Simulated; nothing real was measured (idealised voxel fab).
You're looking at the process module voxel trench capacitor.
Square cell edge 5 nm, section width 210 nm, ID cut.
Heads up, the way a cross-section reads in here is a grid of square cells, handed over as bands from the top down, with every band being one or more rows of cells.
The entry gives the band's vertical extent as a top height and a bottom height in nm, then its horizontal make-up as materials from left to right, each with a width in nm. "air" stands for empty space; a single material marked "everywhere" fills the band edge to edge.
The level at which height equals 0 is the one under which the wafer, as it arrives, is entirely one material. No lower edge exists for the bottom band, which continues downward and is notated as in "0..down".
The notation "30..40" denotes a width that varies across the rows of cells in the band, beginning at the first number in the top row, finishing at the second number in the bottom row, and changing by an identical amount from each row to the next.
For the purposes of this document, the phrase "nothing changed" attached to a step denotes that no cell within the cross-section was modified by that step.
"Enclosed internal cavities" - sealed voids, min. 8 cells, no opening to top; format: width x height at distance (distance from left edge; nm throughout).
Past the settings on a step's line: simulator remark, on that step.
If you see "overlay nm" on a step's line and that step has a mask, it's telling you how far right of where it was planned the mask ended up; a negative number means it went left instead.

-- The following list gives the planned process steps
1,RECEIVE with material Si
2,CONFORMAL_DEP with material SiN, thk nm 5
3,MASKED_ETCH with tone open, mask id TRENCH, width nm 30, pitch nm 60, etch materials SiN, depth nm 5, overlay nm 0
4,MASKED_ETCH with tone open, mask id TRENCH, width nm 30, pitch nm 60, etch materials Si, depth nm 30, overlay nm 0
5,CONFORMAL_DEP with material Al2O3, thk nm 5
6,CONFORMAL_DEP with material TiN, thk nm 5
7,FILL_DEP with material W, thk nm 10
8,CMP with height nm 5

-- Cross-section of the wafer as it came to us, i.e., already through step 1
> 0..down  Si everywhere
> Enclosed internal cavities: none

-- Final cross-section, module run with one mistake (start and plan as above)
> 5..0  SiN: 25, then Al2O3: 10, then TiN: 5, then W: 5, then TiN: 5, then Al2O3: 5, then SiN: 30, then Al2O3: 10, then TiN: 5, then W: 5, then TiN: 5, then Al2O3: 5, then SiN: 30, then Al2O3: 10, then TiN: 5, then W: 5, then TiN: 5, then Al2O3: 5, then SiN: 35
> 0..-20  Si: 30, then Al2O3: 5, then TiN: 5, then W: 5, then TiN: 5, then Al2O3: 5, then Si: 35, then Al2O3: 5, then TiN: 5, then W: 5, then TiN: 5, then Al2O3: 5, then Si: 35, then Al2O3: 5, then TiN: 5, then W: 5, then TiN: 5, then Al2O3: 5, then Si: 35
> -20..-25  Si: 30, then Al2O3: 5, then TiN: 15, then Al2O3: 5, then Si: 35, then Al2O3: 5, then TiN: 15, then Al2O3: 5, then Si: 35, then Al2O3: 5, then TiN: 15, then Al2O3: 5, then Si: 35
> -25..-30  Si: 30, then Al2O3: 25, then Si: 35, then Al2O3: 25, then Si: 35, then Al2O3: 25, then Si: 35
> -30..down  Si everywhere
> Enclosed internal cavities: none
Finding, execution versus plan: step 3 ran as: MASKED_ETCH with tone open, mask id TRENCH, width nm 30, pitch nm 60, etch materials SiN, depth nm 5, overlay nm -5
